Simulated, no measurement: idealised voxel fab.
This is a process module. Its name is voxel self aligned vias.
The width of the displayed cross-section, cut, is 210 nm; its cells are square, with a size of 5 nm.
Cross-section = grid of square cells, listed top down in bands; band = one or more rows.
Quick guide to a band line: top height, bottom height (nm) up front; then every material left to right with its width in nm. Only one material and it's marked "edge to edge"? Then it fills the band edge to edge. And "empty" just means empty space.
Basically, 0 is our baseline, since under it the wafer straight out of the box is all one material. The bottom band has no lower end and keeps on going down, so it looks like "z 0 and below".
The two numbers in a width such as "30->40" mark its ends across the band: the first belongs to the top row of cells, the second to the bottom row, and from each row to the next the width moves by the same amount.
It should be understood that the words "nothing different", when stated for a given step, signify that the cross-section underwent no change in any of its cells during that step.
The list in "Unvented cavities" covers empty spaces of 8 cells or more that cannot reach the top through any open way, and it gives each as width x height at distance; the distance is from the left edge, and width, height and distance are in nm.
That trailing text on a step's line, after the settings, is the simulator's own remark on the step.
overlay nm: for a step with a mask, the amount by which the mask lay right of where it was planned; a negative amount means left of it.

Steps in the process plan
| 1 | RECEIVE (material Si) |
| 2 | CONFORMAL_DEP (material SiO2; thk nm 10) |
| 3 | CONFORMAL_DEP (material SiCN; thk nm 5) |
| 4 | DIRECTIONAL_DEP (material lowk; thk nm 30) |
| 5 | PATTERN (tone open; mask id LINES; material resist; width nm 20; pitch nm 55; thk nm 15; overlay nm 0) |
| 6 | DIRECTIONAL_ETCH (etch materials lowk; depth nm 30) |
| 7 | STRIP (etch materials resist) |
| 8 | CONFORMAL_DEP (material TiN; thk nm 5) |
| 9 | FILL_DEP (material W; thk nm 10) |
| 10 | CMP (height nm 45) |
| 11 | SELECTIVE_ETCH (etch materials W Ru TiN; depth nm 10) |
| 12 | FILL_DEP (material SiN; thk nm 5) |
| 13 | CMP (height nm 45) |
| 14 | DIRECTIONAL_DEP (material lowk; thk nm 20) |
| 15 | MASKED_ETCH (tone open; mask id VIAS; width nm 40; etch materials lowk; depth nm 20; overlay nm 0) |
| 16 | MASKED_ETCH (tone open; mask id VIAS; width nm 40; etch materials SiN; depth nm 10; overlay nm 0) |
| 17 | CONFORMAL_DEP (material TiN; thk nm 5) |
| 18 | FILL_DEP (material W; thk nm 10) |
| 19 | CMP (height nm 65) |
| 20 | CONFORMAL_DEP (material SiCN; thk nm 5) |

On the first of the two wafers: run conducted according to plan

Received-state cross-section, reflecting completion of step 1
    z 0 and below  Si edge to edge
    Unvented cavities: none

Sectional view: wafer, after step 2
    z 10 to 0  SiO2 edge to edge
    At heights below 0, the structure remains unaltered.

Sectional view: wafer, after step 3
    z 15 to 10  SiCN edge to edge
    At heights below 10, the structure remains unaltered.

Sectional view: wafer, after step 4
    z 45 to 15  lowk edge to edge
    At heights below 15, the structure remains unaltered.

Sectional view: wafer, after step 5
    z 60 to 45  resist: 65 / empty: 20 / resist: 35 / empty: 20 / resist: 70
    At heights below 45, the structure remains unaltered.

Sectional view: wafer, after step 6
    z 60 to 45  resist: 65 / empty: 20 / resist: 35 / empty: 20 / resist: 70
    z 45 to 15  lowk: 65 / empty: 20 / lowk: 35 / empty: 20 / lowk: 70
    At heights below 15, the structure remains unaltered.

Sectional view: wafer, after step 7
    z 45 to 15  lowk: 65 / empty: 20 / lowk: 35 / empty: 20 / lowk: 70
    At heights below 15, the structure remains unaltered.

Sectional view: wafer, after step 8
    z 50 to 45  TiN: 70 / empty: 10 / TiN: 45 / empty: 10 / TiN: 75
    z 45 to 20  lowk: 65 / TiN: 5 / empty: 10 / TiN: 5 / lowk: 35 / TiN: 5 / empty: 10 / TiN: 5 / lowk: 70
    z 20 to 15  lowk: 65 / TiN: 20 / lowk: 35 / TiN: 20 / lowk: 70
    At heights below 15, the structure remains unaltered.

Sectional view: wafer, after step 9
    z 60 to 50  W edge to edge
    z 50 to 45  TiN: 70 / W: 10 / TiN: 45 / W: 10 / TiN: 75
    z 45 to 20  lowk: 65 / TiN: 5 / W: 10 / TiN: 5 / lowk: 35 / TiN: 5 / W: 10 / TiN: 5 / lowk: 70
    At heights below 20, the structure remains unaltered.

Sectional view: wafer, after step 10
    z 45 to 20  lowk: 65 / TiN: 5 / W: 10 / TiN: 5 / lowk: 35 / TiN: 5 / W: 10 / TiN: 5 / lowk: 70
    At heights below 20, the structure remains unaltered.

Sectional view: wafer, after step 11
    z 45 to 35  lowk: 65 / empty: 20 / lowk: 35 / empty: 20 / lowk: 70
    At heights below 35, the structure remains unaltered.

Sectional view: wafer, after step 12
    z 50 to 45  SiN edge to edge
    z 45 to 35  lowk: 65 / SiN: 20 / lowk: 35 / SiN: 20 / lowk: 70
    At heights below 35, the structure remains unaltered.

Sectional view: wafer, after step 13
    z 45 to 35  lowk: 65 / SiN: 20 / lowk: 35 / SiN: 20 / lowk: 70
    At heights below 35, the structure remains unaltered.

Sectional view: wafer, after step 14
    z 65 to 45  lowk edge to edge
    At heights below 45, the structure remains unaltered.

Sectional view: wafer, after step 15
    z 65 to 45  lowk: 55 / empty: 40 / lowk: 115
    At heights below 45, the structure remains unaltered.

Sectional view: wafer, after step 16
    z 65 to 45  lowk: 55 / empty: 40 / lowk: 115
    z 45 to 35  lowk: 65 / empty: 20 / lowk: 35 / SiN: 20 / lowk: 70
    At heights below 35, the structure remains unaltered.

Sectional view: wafer, after step 17
    z 70 to 65  TiN: 60 / empty: 30 / TiN: 120
    z 65 to 50  lowk: 55 / TiN: 5 / empty: 30 / TiN: 5 / lowk: 115
    z 50 to 45  lowk: 55 / TiN: 15 / empty: 10 / TiN: 15 / lowk: 115
    z 45 to 40  lowk: 65 / TiN: 5 / empty: 10 / TiN: 5 / lowk: 35 / SiN: 20 / lowk: 70
    z 40 to 35  lowk: 65 / TiN: 20 / lowk: 35 / SiN: 20 / lowk: 70
    At heights below 35, the structure remains unaltered.

Sectional view: wafer, after step 18
    z 80 to 70  W edge to edge
    z 70 to 65  TiN: 60 / W: 30 / TiN: 120
    z 65 to 50  lowk: 55 / TiN: 5 / W: 30 / TiN: 5 / lowk: 115
    z 50 to 45  lowk: 55 / TiN: 15 / W: 10 / TiN: 15 / lowk: 115
    z 45 to 40  lowk: 65 / TiN: 5 / W: 10 / TiN: 5 / lowk: 35 / SiN: 20 / lowk: 70
    At heights below 40, the structure remains unaltered.

Sectional view: wafer, after step 19
    z 65 to 50  lowk: 55 / TiN: 5 / W: 30 / TiN: 5 / lowk: 115
    At heights below 50, the structure remains unaltered.

Sectional view: wafer, after step 20
    z 70 to 65  SiCN edge to edge
    At heights below 65, the structure remains unaltered.

Second wafer, same starting state and plan as the first, one mistake in the run, identical through step 17

Second wafer, cut view, end of step 18 per plan
    z 80 to 70  Ru edge to edge
    z 70 to 65  TiN: 60 / Ru: 30 / TiN: 120
    z 65 to 50  lowk: 55 / TiN: 5 / Ru: 30 / TiN: 5 / lowk: 115
    z 50 to 45  lowk: 55 / TiN: 15 / Ru: 10 / TiN: 15 / lowk: 115
    z 45 to 40  lowk: 65 / TiN: 5 / Ru: 10 / TiN: 5 / lowk: 35 / SiN: 20 / lowk: 70
    At heights below 40, the structure remains unaltered.

Second wafer, cut view, end of step 19 per plan
    z 65 to 50  lowk: 55 / TiN: 5 / Ru: 30 / TiN: 5 / lowk: 115
    At heights below 50, the structure remains unaltered.

Second wafer, cut view, end of step 20 per plan
    z 70 to 65  SiCN edge to edge
    At heights below 65, the structure remains unaltered.
What was done differently from what was planned? planned and actual differ for step 18; actual: FILL_DEP (material Ru; thk nm 10)
The final cell counts differ between the wafers, with the second having more or fewer of some materials than the first: +22 Ru | -22 W
